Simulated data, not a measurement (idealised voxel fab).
Process module, titled voxel double patterning
Pictured: cross-section cut, 290 nm wide, on a grid of 5 nm square cells.
Cross-section = grid of square cells, listed top down in bands; band = one or more rows. Per band: top height and bottom height in nm, followed by the left-to-right materials and their widths in nm; "everywhere" marks a single material spanning edge to edge, "empty" marks empty space. Height 0 is the level under which the wafer as received is all one material. The lowest band goes on downwards, as in "0 and below". The two numbers in a width such as "30 to 40" mark its ends across the band: the first belongs to the top row of cells, the second to the bottom row, and from each row to the next the width moves by the same amount. Any step labelled "all unchanged" changed none of the cells in the cross-section. Each empty space that has no open way to the top and spans at least 8 cells appears under "Sealed void listing" as width x height at distance, the distance counted from the left edge, all in nm. Post-settings text on a step line: simulator's own remark regarding the step. The line of a step may include "overlay nm". On a step with a mask, this value is how far to the right of its planned place the mask lay. A negative value means the mask lay to the left.
These are the steps we planned for the process:
step 1: RECEIVE | material Si
step 2: CONFORMAL_DEP | material SiO2 | thk nm 5
step 3: DIRECTIONAL_DEP | material TiN | thk nm 10
step 4: DIRECTIONAL_DEP | material SiCN | thk nm 5
step 5: MASKED_ETCH | tone open | mask id FIRST | width nm 15 | pitch nm 50 | etch materials SiCN | depth nm 5 | overlay nm 0
step 6: MASKED_ETCH | tone open | mask id SECOND | width nm 15 | pitch nm 50 | etch materials SiCN | depth nm 5 | overlay nm 0
step 7: DIRECTIONAL_ETCH | etch materials TiN | depth nm 10
step 8: STRIP | etch materials SiCN
First of two wafers, processed according to plan:
So this is the incoming wafer in cross-section - it's already been through step 1:
  0 and below  Si everywhere
  Sealed void listing: none
Sectional view: wafer, after step 2:
  5 down to 0  SiO2 everywhere
  Under the height 0 nothing was changed.
Sectional view: wafer, after step 3:
  15 down to 5  TiN everywhere
  Under the height 5 nothing was changed.
Sectional view: wafer, after step 4:
  20 down to 15  SiCN everywhere
  Under the height 15 nothing was changed.
Sectional view: wafer, after step 5:
  20 down to 15  SiCN=85, empty=15, SiCN=35, empty=15, SiCN=35, empty=15, SiCN=90
  Under the height 15 nothing was changed.
Sectional view: wafer, after step 6:
  20 down to 15  SiCN=85, empty=15, SiCN=10, empty=15, SiCN=10, empty=15, SiCN=10, empty=15, SiCN=10, empty=15, SiCN=90
  Under the height 15 nothing was changed.
Sectional view: wafer, after step 7:
  20 down to 15  SiCN=85, empty=15, SiCN=10, empty=15, SiCN=10, empty=15, SiCN=10, empty=15, SiCN=10, empty=15, SiCN=90
  15 down to 5  TiN=85, empty=15, TiN=10, empty=15, TiN=10, empty=15, TiN=10, empty=15, TiN=10, empty=15, TiN=90
  Under the height 5 nothing was changed.
Sectional view: wafer, after step 8:
  15 down to 5  TiN=85, empty=15, TiN=10, empty=15, TiN=10, empty=15, TiN=10, empty=15, TiN=10, empty=15, TiN=90
  Under the height 5 nothing was changed.
It is to be noted that the second wafer proceeded from the same initial state and according to the same plan as the first, although one mistake was committed in its execution; through step 5, inclusive, the two wafers share an identical history:
Cross-section, second wafer, at the end time the plan gives for step 6:
  20 down to 15  SiCN=85, empty=15, SiCN=10, empty=20, SiCN=5, empty=15, SiCN=10, empty=20, SiCN=5, empty=15, SiCN=90
  Under the height 15 nothing was changed.
Cross-section, second wafer, at the end time the plan gives for step 7:
  20 down to 15  SiCN=85, empty=15, SiCN=10, empty=20, SiCN=5, empty=15, SiCN=10, empty=20, SiCN=5, empty=15, SiCN=90
  15 down to 5  TiN=85, empty=15, TiN=10, empty=20, TiN=5, empty=15, TiN=10, empty=20, TiN=5, empty=15, TiN=90
  Under the height 5 nothing was changed.
Cross-section, second wafer, at the end time the plan gives for step 8:
  15 down to 5  TiN=85, empty=15, TiN=10, empty=20, TiN=5, empty=15, TiN=10, empty=20, TiN=5, empty=15, TiN=90
  Under the height 5 nothing was changed.
The plan and the run diverged here: step 6 did not use the planned setting and instead ran as MASKED_ETCH | tone open | mask id SECOND | width nm 20 | pitch nm 50 | etch materials SiCN | depth nm 5 | overlay nm 0
The final cell counts differ between the wafers, with the second having more or fewer of some materials than the first: -4 TiN
